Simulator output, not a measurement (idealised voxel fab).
process module | voxel wiring stack
cross-section cut | 245 nm wide | cells 5 nm
A cross-section is a grid of square cells, given in bands from the top down. A band is one or more rows of cells.
Each band's line starts with the height of the band's top and of its bottom, in nm. Then come its materials from left to right, each with its width in nm. One material with "throughout" fills the band from edge to edge. "air" is empty space.
Height 0 is the level under which the wafer as received is all one material. The lowest band goes on downwards, as in "0 down".
A width such as "30 to 40" changes by the same amount from each row of cells to the next, from the band's top row to its bottom row.
"no change" after a step means that no cell of the cross-section changed.
closed voids: empty space of 8 cells or more with no open way to the top, each as width x height at its distance from the left edge, in nm
after a step's settings: what the simulator itself notes on the step
overlay nm, on a step with a mask: how far to the right of its planned place the mask lay; to the left if negative
plan
1 op RECEIVE | material Si
2 op CONFORMAL_DEP | material SiO2 | thk nm 10
3 op CONFORMAL_DEP | material SiCN | thk nm 5
4 op DIRECTIONAL_DEP | material SiO2 | thk nm 20
5 op MASKED_ETCH | tone open | mask id METAL_1 | width nm 30 | pitch nm 60 | etch materials SiO2 | depth nm 20 | overlay nm 0
6 op MASKED_ETCH | tone open | mask id METAL_1 | width nm 30 | pitch nm 60 | etch materials SiCN | depth nm 5 | overlay nm 0
7 op CONFORMAL_DEP | material TiN | thk nm 5
8 op FILL_DEP | material W | thk nm 10
9 op CMP | height nm 35
10 op CONFORMAL_DEP | material SiCN | thk nm 5
11 op DIRECTIONAL_DEP | material lowk | thk nm 20
12 op PATTERN | tone open | mask id PLUG_1 | material resist | width nm 15 | pitch nm 60 | thk nm 15 | overlay nm 0
13 op DIRECTIONAL_ETCH | etch materials lowk | depth nm 20
14 op DIRECTIONAL_ETCH | etch materials SiCN | depth nm 5
15 op STRIP | etch materials resist
16 op EPI | material Ru | thk nm 10
17 op EPI | material Ru | thk nm 10
18 op EPI | material Ru | thk nm 5
19 op DIRECTIONAL_DEP | material TiN | thk nm 5
20 op DIRECTIONAL_DEP | material Ru | thk nm 25
21 op PATTERN | tone cover | mask id METAL_2 | material resist | width nm 30 | pitch nm 60 | thk nm 15 | overlay nm 0
22 op DIRECTIONAL_ETCH | etch materials Ru | depth nm 25
23 op DIRECTIONAL_ETCH | etch materials TiN | depth nm 5
24 op STRIP | etch materials resist
25 op FILL_DEP | material lowk | thk nm 10
26 op CMP | height nm 90
27 op CONFORMAL_DEP | material SiCN | thk nm 5
28 op DIRECTIONAL_DEP | material SiO2 | thk nm 30
29 op PATTERN | tone open | mask id METAL_3 | material resist | width nm 30 | pitch nm 60 | thk nm 20 | overlay nm 0
30 op DIRECTIONAL_ETCH | etch materials SiO2 | depth nm 20
31 op STRIP | etch materials resist
32 op PATTERN | tone open | mask id METAL_3_HOLES | material resist | width nm 15 | pitch nm 60 | thk nm 15 | overlay nm 0
33 op DIRECTIONAL_ETCH | etch materials SiO2 | depth nm 10
34 op DIRECTIONAL_ETCH | etch materials SiCN | depth nm 5
35 op STRIP | etch materials resist
36 op CONFORMAL_DEP | material TiN | thk nm 5
37 op FILL_DEP | material Ru | thk nm 5
38 op CMP | height nm 125
39 op CONFORMAL_DEP | material SiCN | thk nm 5
first wafer, as planned
as received, after step 1
  0 down: Si throughout
  closed voids: none
after step 2
  10 to 0: SiO2 throughout
  below 0: unchanged
after step 3
  15 to 10: SiCN throughout
  below 10: unchanged
after step 4
  35 to 15: SiO2 throughout
  below 15: unchanged
after step 5
  35 to 15: SiO2 45 | air 30 | SiO2 30 | air 30 | SiO2 30 | air 30 | SiO2 50
  below 15: unchanged
after step 6
  35 to 15: SiO2 45 | air 30 | SiO2 30 | air 30 | SiO2 30 | air 30 | SiO2 50
  15 to 10: SiCN 45 | air 30 | SiCN 30 | air 30 | SiCN 30 | air 30 | SiCN 50
  below 10: unchanged
after step 7
  40 to 35: TiN 50 | air 20 | TiN 40 | air 20 | TiN 40 | air 20 | TiN 55
  35 to 15: SiO2 45 | TiN 5 | air 20 | TiN 5 | SiO2 30 | TiN 5 | air 20 | TiN 5 | SiO2 30 | TiN 5 | air 20 | TiN 5 | SiO2 50
  15 to 10: SiCN 45 | TiN 30 | SiCN 30 | TiN 30 | SiCN 30 | TiN 30 | SiCN 50
  below 10: unchanged
after step 8
  50 to 40: W throughout
  40 to 35: TiN 50 | W 20 | TiN 40 | W 20 | TiN 40 | W 20 | TiN 55
  35 to 15: SiO2 45 | TiN 5 | W 20 | TiN 5 | SiO2 30 | TiN 5 | W 20 | TiN 5 | SiO2 30 | TiN 5 | W 20 | TiN 5 | SiO2 50
  below 15: unchanged
after step 9
  35 to 15: SiO2 45 | TiN 5 | W 20 | TiN 5 | SiO2 30 | TiN 5 | W 20 | TiN 5 | SiO2 30 | TiN 5 | W 20 | TiN 5 | SiO2 50
  below 15: unchanged
after step 10
  40 to 35: SiCN throughout
  below 35: unchanged
after step 11
  60 to 40: lowk throughout
  below 40: unchanged
after step 12
  75 to 60: resist 45 | air 15 | resist 45 | air 15 | resist 45 | air 15 | resist 65
  below 60: unchanged
after step 13
  75 to 60: resist 45 | air 15 | resist 45 | air 15 | resist 45 | air 15 | resist 65
  60 to 40: lowk 45 | air 15 | lowk 45 | air 15 | lowk 45 | air 15 | lowk 65
  below 40: unchanged
after step 14
  75 to 60: resist 45 | air 15 | resist 45 | air 15 | resist 45 | air 15 | resist 65
  60 to 40: lowk 45 | air 15 | lowk 45 | air 15 | lowk 45 | air 15 | lowk 65
  40 to 35: SiCN 45 | air 15 | SiCN 45 | air 15 | SiCN 45 | air 15 | SiCN 65
  below 35: unchanged
after step 15
  60 to 40: lowk 45 | air 15 | lowk 45 | air 15 | lowk 45 | air 15 | lowk 65
  below 40: unchanged
after step 16
  60 to 45: lowk 45 | air 15 | lowk 45 | air 15 | lowk 45 | air 15 | lowk 65
  45 to 40: lowk 45 | Ru 15 | lowk 45 | Ru 15 | lowk 45 | Ru 15 | lowk 65
  40 to 35: SiCN 45 | Ru 15 | SiCN 45 | Ru 15 | SiCN 45 | Ru 15 | SiCN 65
  below 35: unchanged
after step 17
  60 to 55: lowk 45 | air 15 | lowk 45 | air 15 | lowk 45 | air 15 | lowk 65
  55 to 40: lowk 45 | Ru 15 | lowk 45 | Ru 15 | lowk 45 | Ru 15 | lowk 65
  below 40: unchanged
after step 18
  60 to 40: lowk 45 | Ru 15 | lowk 45 | Ru 15 | lowk 45 | Ru 15 | lowk 65
  below 40: unchanged
after step 19
  65 to 60: TiN throughout
  below 60: unchanged
after step 20
  90 to 65: Ru throughout
  below 65: unchanged
after step 21
  105 to 90: air 45 | resist 30 | air 30 | resist 30 | air 30 | resist 30 | air 50
  below 90: unchanged
after step 22
  105 to 90: air 45 | resist 30 | air 30 | resist 30 | air 30 | resist 30 | air 50
  90 to 65: air 45 | Ru 30 | air 30 | Ru 30 | air 30 | Ru 30 | air 50
  below 65: unchanged
after step 23
  105 to 90: air 45 | resist 30 | air 30 | resist 30 | air 30 | resist 30 | air 50
  90 to 65: air 45 | Ru 30 | air 30 | Ru 30 | air 30 | Ru 30 | air 50
  65 to 60: air 45 | TiN 30 | air 30 | TiN 30 | air 30 | TiN 30 | air 50
  below 60: unchanged
after step 24
  90 to 65: air 45 | Ru 30 | air 30 | Ru 30 | air 30 | Ru 30 | air 50
  below 65: unchanged
after step 25
  100 to 90: lowk throughout
  90 to 65: lowk 45 | Ru 30 | lowk 30 | Ru 30 | lowk 30 | Ru 30 | lowk 50
  65 to 60: lowk 45 | TiN 30 | lowk 30 | TiN 30 | lowk 30 | TiN 30 | lowk 50
  below 60: unchanged
after step 26
  90 to 65: lowk 45 | Ru 30 | lowk 30 | Ru 30 | lowk 30 | Ru 30 | lowk 50
  below 65: unchanged
after step 27
  95 to 90: SiCN throughout
  below 90: unchanged
after step 28
  125 to 95: SiO2 throughout
  below 95: unchanged
after step 29
  145 to 125: resist 45 | air 30 | resist 30 | air 30 | resist 30 | air 30 | resist 50
  below 125: unchanged
after step 30
  145 to 125: resist 45 | air 30 | resist 30 | air 30 | resist 30 | air 30 | resist 50
  125 to 105: SiO2 45 | air 30 | SiO2 30 | air 30 | SiO2 30 | air 30 | SiO2 50
  below 105: unchanged
after step 31
  125 to 105: SiO2 45 | air 30 | SiO2 30 | air 30 | SiO2 30 | air 30 | SiO2 50
  below 105: unchanged
after step 32
  140 to 125: resist 45 | air 15 | resist 45 | air 15 | resist 45 | air 15 | resist 65
  125 to 105: SiO2 45 | air 15 | resist 15 | SiO2 30 | air 15 | resist 15 | SiO2 30 | air 15 | resist 15 | SiO2 50
  below 105: unchanged
after step 33
  140 to 125: resist 45 | air 15 | resist 45 | air 15 | resist 45 | air 15 | resist 65
  125 to 105: SiO2 45 | air 15 | resist 15 | SiO2 30 | air 15 | resist 15 | SiO2 30 | air 15 | resist 15 | SiO2 50
  105 to 95: SiO2 45 | air 15 | SiO2 45 | air 15 | SiO2 45 | air 15 | SiO2 65
  below 95: unchanged
after step 34
  140 to 125: resist 45 | air 15 | resist 45 | air 15 | resist 45 | air 15 | resist 65
  125 to 105: SiO2 45 | air 15 | resist 15 | SiO2 30 | air 15 | resist 15 | SiO2 30 | air 15 | resist 15 | SiO2 50
  105 to 95: SiO2 45 | air 15 | SiO2 45 | air 15 | SiO2 45 | air 15 | SiO2 65
  95 to 90: SiCN 45 | air 15 | SiCN 45 | air 15 | SiCN 45 | air 15 | SiCN 65
  below 90: unchanged
after step 35
  125 to 105: SiO2 45 | air 30 | SiO2 30 | air 30 | SiO2 30 | air 30 | SiO2 50
  below 105: unchanged
after step 36
  130 to 125: TiN 50 | air 20 | TiN 40 | air 20 | TiN 40 | air 20 | TiN 55
  125 to 110: SiO2 45 | TiN 5 | air 20 | TiN 5 | SiO2 30 | TiN 5 | air 20 | TiN 5 | SiO2 30 | TiN 5 | air 20 | TiN 5 | SiO2 50
  110 to 105: SiO2 45 | TiN 5 | air 5 | TiN 20 | SiO2 30 | TiN 5 | air 5 | TiN 20 | SiO2 30 | TiN 5 | air 5 | TiN 20 | SiO2 50
  105 to 95: SiO2 45 | TiN 5 | air 5 | TiN 5 | SiO2 45 | TiN 5 | air 5 | TiN 5 | SiO2 45 | TiN 5 | air 5 | TiN 5 | SiO2 65
  95 to 90: SiCN 45 | TiN 15 | SiCN 45 | TiN 15 | SiCN 45 | TiN 15 | SiCN 65
  below 90: unchanged
after step 37
  135 to 130: Ru throughout
  130 to 125: TiN 50 | Ru 20 | TiN 40 | Ru 20 | TiN 40 | Ru 20 | TiN 55
  125 to 110: SiO2 45 | TiN 5 | Ru 20 | TiN 5 | SiO2 30 | TiN 5 | Ru 20 | TiN 5 | SiO2 30 | TiN 5 | Ru 20 | TiN 5 | SiO2 50
  110 to 105: SiO2 45 | TiN 5 | Ru 5 | TiN 20 | SiO2 30 | TiN 5 | Ru 5 | TiN 20 | SiO2 30 | TiN 5 | Ru 5 | TiN 20 | SiO2 50
  105 to 95: SiO2 45 | TiN 5 | Ru 5 | TiN 5 | SiO2 45 | TiN 5 | Ru 5 | TiN 5 | SiO2 45 | TiN 5 | Ru 5 | TiN 5 | SiO2 65
  below 95: unchanged
after step 38
  125 to 110: SiO2 45 | TiN 5 | Ru 20 | TiN 5 | SiO2 30 | TiN 5 | Ru 20 | TiN 5 | SiO2 30 | TiN 5 | Ru 20 | TiN 5 | SiO2 50
  below 110: unchanged
after step 39
  130 to 125: SiCN throughout
  below 125: unchanged
second wafer: like start, like plan, one mistake. Through step 15 it matches the first wafer
when step 17 should have ended
  65 to 60: air 40 | Ru 25 | air 35 | Ru 25 | air 35 | Ru 25 | air 60
  60 to 40: lowk 45 | Ru 15 | lowk 45 | Ru 15 | lowk 45 | Ru 15 | lowk 65
  40 to 35: SiCN 45 | Ru 15 | SiCN 45 | Ru 15 | SiCN 45 | Ru 15 | SiCN 65
  below 35: unchanged
when step 18 should have ended
  70 to 60: air 35 | Ru 35 | air 25 | Ru 35 | air 25 | Ru 35 | air 55
  below 60: unchanged
when step 19 should have ended
  75 to 70: air 35 | TiN 35 | air 25 | TiN 35 | air 25 | TiN 35 | air 55
  70 to 65: air 35 | Ru 35 | air 25 | Ru 35 | air 25 | Ru 35 | air 55
  65 to 60: TiN 35 | Ru 35 | TiN 25 | Ru 35 | TiN 25 | Ru 35 | TiN 55
  below 60: unchanged
when step 20 should have ended
  100 to 90: air 35 | Ru 35 | air 25 | Ru 35 | air 25 | Ru 35 | air 55
  90 to 75: Ru throughout
  75 to 70: Ru 35 | TiN 35 | Ru 25 | TiN 35 | Ru 25 | TiN 35 | Ru 55
  70 to 65: Ru throughout
  below 65: unchanged
when step 21 should have ended
  115 to 100: air 45 | resist 30 | air 30 | resist 30 | air 30 | resist 30 | air 50
  100 to 90: air 35 | Ru 35 | resist 5 | air 20 | Ru 35 | resist 5 | air 20 | Ru 35 | resist 5 | air 50
  below 90: unchanged
when step 22 should have ended
  115 to 100: air 45 | resist 30 | air 30 | resist 30 | air 30 | resist 30 | air 50
  100 to 90: air 45 | Ru 25 | resist 5 | air 30 | Ru 25 | resist 5 | air 30 | Ru 25 | resist 5 | air 50
  90 to 75: air 45 | Ru 30 | air 30 | Ru 30 | air 30 | Ru 30 | air 50
  75 to 70: air 35 | TiN 35 | Ru 5 | air 20 | TiN 35 | Ru 5 | air 20 | TiN 35 | Ru 5 | air 50
  70 to 65: air 35 | Ru 40 | air 20 | Ru 40 | air 20 | Ru 40 | air 50
  below 65: unchanged
when step 23 should have ended
  115 to 100: air 45 | resist 30 | air 30 | resist 30 | air 30 | resist 30 | air 50
  100 to 90: air 45 | Ru 25 | resist 5 | air 30 | Ru 25 | resist 5 | air 30 | Ru 25 | resist 5 | air 50
  90 to 75: air 45 | Ru 30 | air 30 | Ru 30 | air 30 | Ru 30 | air 50
  75 to 70: air 45 | TiN 25 | Ru 5 | air 30 | TiN 25 | Ru 5 | air 30 | TiN 25 | Ru 5 | air 50
  70 to 65: air 35 | Ru 40 | air 20 | Ru 40 | air 20 | Ru 40 | air 50
  65 to 60: air 35 | Ru 35 | TiN 5 | air 20 | Ru 35 | TiN 5 | air 20 | Ru 35 | TiN 5 | air 50
  below 60: unchanged
when step 24 should have ended
  100 to 90: air 45 | Ru 25 | air 35 | Ru 25 | air 35 | Ru 25 | air 55
  below 90: unchanged
when step 25 should have ended
  110 to 100: lowk throughout
  100 to 90: lowk 45 | Ru 25 | lowk 35 | Ru 25 | lowk 35 | Ru 25 | lowk 55
  90 to 75: lowk 45 | Ru 30 | lowk 30 | Ru 30 | lowk 30 | Ru 30 | lowk 50
  75 to 70: lowk 45 | TiN 25 | Ru 5 | lowk 30 | TiN 25 | Ru 5 | lowk 30 | TiN 25 | Ru 5 | lowk 50
  70 to 65: lowk 35 | Ru 40 | lowk 20 | Ru 40 | lowk 20 | Ru 40 | lowk 50
  65 to 60: lowk 35 | Ru 35 | TiN 5 | lowk 20 | Ru 35 | TiN 5 | lowk 20 | Ru 35 | TiN 5 | lowk 50
  below 60: unchanged
when step 26 should have ended
  90 to 75: lowk 45 | Ru 30 | lowk 30 | Ru 30 | lowk 30 | Ru 30 | lowk 50
  below 75: unchanged
when step 27 should have ended
  95 to 90: SiCN throughout
  below 90: unchanged
when step 28 should have ended
  125 to 95: SiO2 throughout
  below 95: unchanged
when step 29 should have ended
  145 to 125: resist 45 | air 30 | resist 30 | air 30 | resist 30 | air 30 | resist 50
  below 125: unchanged
when step 30 should have ended
  145 to 125: resist 45 | air 30 | resist 30 | air 30 | resist 30 | air 30 | resist 50
  125 to 105: SiO2 45 | air 30 | SiO2 30 | air 30 | SiO2 30 | air 30 | SiO2 50
  below 105: unchanged
when step 31 should have ended
  125 to 105: SiO2 45 | air 30 | SiO2 30 | air 30 | SiO2 30 | air 30 | SiO2 50
  below 105: unchanged
when step 32 should have ended
  140 to 125: resist 45 | air 15 | resist 45 | air 15 | resist 45 | air 15 | resist 65
  125 to 105: SiO2 45 | air 15 | resist 15 | SiO2 30 | air 15 | resist 15 | SiO2 30 | air 15 | resist 15 | SiO2 50
  below 105: unchanged
when step 33 should have ended
  140 to 125: resist 45 | air 15 | resist 45 | air 15 | resist 45 | air 15 | resist 65
  125 to 105: SiO2 45 | air 15 | resist 15 | SiO2 30 | air 15 | resist 15 | SiO2 30 | air 15 | resist 15 | SiO2 50
  105 to 95: SiO2 45 | air 15 | SiO2 45 | air 15 | SiO2 45 | air 15 | SiO2 65
  below 95: unchanged
when step 34 should have ended
  140 to 125: resist 45 | air 15 | resist 45 | air 15 | resist 45 | air 15 | resist 65
  125 to 105: SiO2 45 | air 15 | resist 15 | SiO2 30 | air 15 | resist 15 | SiO2 30 | air 15 | resist 15 | SiO2 50
  105 to 95: SiO2 45 | air 15 | SiO2 45 | air 15 | SiO2 45 | air 15 | SiO2 65
  95 to 90: SiCN 45 | air 15 | SiCN 45 | air 15 | SiCN 45 | air 15 | SiCN 65
  below 90: unchanged
when step 35 should have ended
  125 to 105: SiO2 45 | air 30 | SiO2 30 | air 30 | SiO2 30 | air 30 | SiO2 50
  below 105: unchanged
when step 36 should have ended
  130 to 125: TiN 50 | air 20 | TiN 40 | air 20 | TiN 40 | air 20 | TiN 55
  125 to 110: SiO2 45 | TiN 5 | air 20 | TiN 5 | SiO2 30 | TiN 5 | air 20 | TiN 5 | SiO2 30 | TiN 5 | air 20 | TiN 5 | SiO2 50
  110 to 105: SiO2 45 | TiN 5 | air 5 | TiN 20 | SiO2 30 | TiN 5 | air 5 | TiN 20 | SiO2 30 | TiN 5 | air 5 | TiN 20 | SiO2 50
  105 to 95: SiO2 45 | TiN 5 | air 5 | TiN 5 | SiO2 45 | TiN 5 | air 5 | TiN 5 | SiO2 45 | TiN 5 | air 5 | TiN 5 | SiO2 65
  95 to 90: SiCN 45 | TiN 15 | SiCN 45 | TiN 15 | SiCN 45 | TiN 15 | SiCN 65
  below 90: unchanged
when step 37 should have ended
  135 to 130: Ru throughout
  130 to 125: TiN 50 | Ru 20 | TiN 40 | Ru 20 | TiN 40 | Ru 20 | TiN 55
  125 to 110: SiO2 45 | TiN 5 | Ru 20 | TiN 5 | SiO2 30 | TiN 5 | Ru 20 | TiN 5 | SiO2 30 | TiN 5 | Ru 20 | TiN 5 | SiO2 50
  110 to 105: SiO2 45 | TiN 5 | Ru 5 | TiN 20 | SiO2 30 | TiN 5 | Ru 5 | TiN 20 | SiO2 30 | TiN 5 | Ru 5 | TiN 20 | SiO2 50
  105 to 95: SiO2 45 | TiN 5 | Ru 5 | TiN 5 | SiO2 45 | TiN 5 | Ru 5 | TiN 5 | SiO2 45 | TiN 5 | Ru 5 | TiN 5 | SiO2 65
  below 95: unchanged
when step 38 should have ended
  125 to 110: SiO2 45 | TiN 5 | Ru 20 | TiN 5 | SiO2 30 | TiN 5 | Ru 20 | TiN 5 | SiO2 30 | TiN 5 | Ru 20 | TiN 5 | SiO2 50
  below 110: unchanged
when step 39 should have ended
  130 to 125: SiCN throughout
  below 125: unchanged
what went wrong: one of the steps 16 and 17, which are alike, was run twice
at the end the second wafer has, in cells: 12 more of Ru | 12 fewer of lowk
